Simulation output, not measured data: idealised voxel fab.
process module | voxel capacitor over wiring
cross-section cut | 250 nm wide | cells 5 nm
A cross-section is a grid of square cells, given in bands from the top down. A band is one or more rows of cells.
Each band's line starts with the height of the band's top and of its bottom, in nm. Then come its materials from left to right, each with its width in nm. One material with "throughout" fills the band from edge to edge. "air" is empty space.
Height 0 is the level under which the wafer as received is all one material. The lowest band goes on downwards, as in "0 down".
A width such as "30 to 40" changes by the same amount from each row of cells to the next, from the band's top row to its bottom row.
"no change" after a step means that no cell of the cross-section changed.
closed voids: empty space of 8 cells or more with no open way to the top, each as width x height at its distance from the left edge, in nm
after a step's settings: what the simulator itself notes on the step
overlay nm, on a step with a mask: how far to the right of its planned place the mask lay; to the left if negative
plan
1 op RECEIVE | material Si
2 op CONFORMAL_DEP | material SiO2 | thk nm 15
3 op CONFORMAL_DEP | material SiN | thk nm 5
4 op DIRECTIONAL_DEP | material SiO2 | thk nm 15
5 op PATTERN | tone open | mask id METAL_1 | material resist | width nm 25 | pitch nm 95 | thk nm 15 | overlay nm 0
6 op DIRECTIONAL_ETCH | etch materials SiO2 | depth nm 15
7 op DIRECTIONAL_ETCH | etch materials SiN | depth nm 5
8 op STRIP | etch materials resist
9 op CONFORMAL_DEP | material TiN | thk nm 5
10 op FILL_DEP | material W | thk nm 10
11 op CMP | height nm 35
12 op EPI | material Ru | thk nm 5
13 op FILL_DEP | material SiCN | thk nm 5
14 op DIRECTIONAL_DEP | material SiO2 | thk nm 20
15 op MASKED_ETCH | tone open | mask id PLUG_1 | width nm 15 | etch materials SiO2 | depth nm 20 | overlay nm 0
16 op MASKED_ETCH | tone open | mask id PLUG_1 | width nm 15 | etch materials SiCN | depth nm 5 | overlay nm 0
17 op CONFORMAL_DEP | material TiN | thk nm 5
18 op FILL_DEP | material Cu | thk nm 5
19 op CMP | height nm 65
20 op DIRECTIONAL_DEP | material TiN | thk nm 10
21 op DIRECTIONAL_DEP | material HfO2 | thk nm 5
22 op DIRECTIONAL_DEP | material TiN | thk nm 10
23 op DIRECTIONAL_DEP | material aC | thk nm 10
24 op PATTERN | tone cover | mask id UPPER_PLATE | material resist | width nm 75 | thk nm 25 | overlay nm 0
25 op DIRECTIONAL_ETCH | etch materials aC | depth nm 10
26 op STRIP | etch materials resist
27 op DIRECTIONAL_ETCH | etch materials TiN | depth nm 10
28 op DIRECTIONAL_ETCH | etch materials HfO2 | depth nm 5
29 op STRIP | etch materials aC
30 op DIRECTIONAL_DEP | material aC | thk nm 10
31 op PATTERN | tone cover | mask id LOWER_PLATE | material resist | width nm 85 | thk nm 30 | overlay nm 0
32 op DIRECTIONAL_ETCH | etch materials aC | depth nm 10
33 op STRIP | etch materials resist
34 op DIRECTIONAL_ETCH | etch materials TiN | depth nm 10
35 op STRIP | etch materials aC
36 op FILL_DEP | material SiO2 | thk nm 15
37 op CMP | height nm 100
38 op DIRECTIONAL_DEP | material aC | thk nm 10
39 op PATTERN | tone open | mask id PLUG_2 | material resist | width nm 15 | thk nm 30 | overlay nm 0
40 op DIRECTIONAL_ETCH | etch materials aC | depth nm 10
41 op STRIP | etch materials resist
42 op DIRECTIONAL_ETCH | etch materials SiO2 | depth nm 10
43 op STRIP | etch materials aC
44 op CONFORMAL_DEP | material TiN | thk nm 5
45 op FILL_DEP | material Ru | thk nm 5
46 op CMP | height nm 100
47 op CONFORMAL_DEP | material SiN | thk nm 5
as received, after step 1
  0 down: Si throughout
  closed voids: none
a wafer at the end: this start, this plan, one mistake
  105 to 100: SiN throughout
  100 to 95: SiO2 85 | W 5 | Ru 5 | W 5 | SiO2 150
  95 to 90: SiO2 85 | W 15 | SiO2 150
  90 to 80: SiO2 75 | TiN 75 | SiO2 100
  80 to 75: SiO2 75 | HfO2 75 | SiO2 100
  75 to 65: SiO2 70 | TiN 85 | SiO2 95
  65 to 45: SiO2 75 | TiN 5 | Cu 5 | TiN 5 | SiO2 160
  45 to 40: SiCN 75 | TiN 15 | SiCN 160
  40 to 35: SiCN 60 | Ru 35 | SiCN 60 | Ru 35 | SiCN 60
  35 to 20: SiO2 65 | TiN 5 | W 15 | TiN 5 | SiO2 70 | TiN 5 | W 15 | TiN 5 | SiO2 65
  20 to 15: SiN 65 | TiN 25 | SiN 70 | TiN 25 | SiN 65
  15 to 0: SiO2 throughout
  0 down: Si throughout
  closed voids: none
what went wrong: step 44 ran as: op CONFORMAL_DEP | material W | thk nm 5
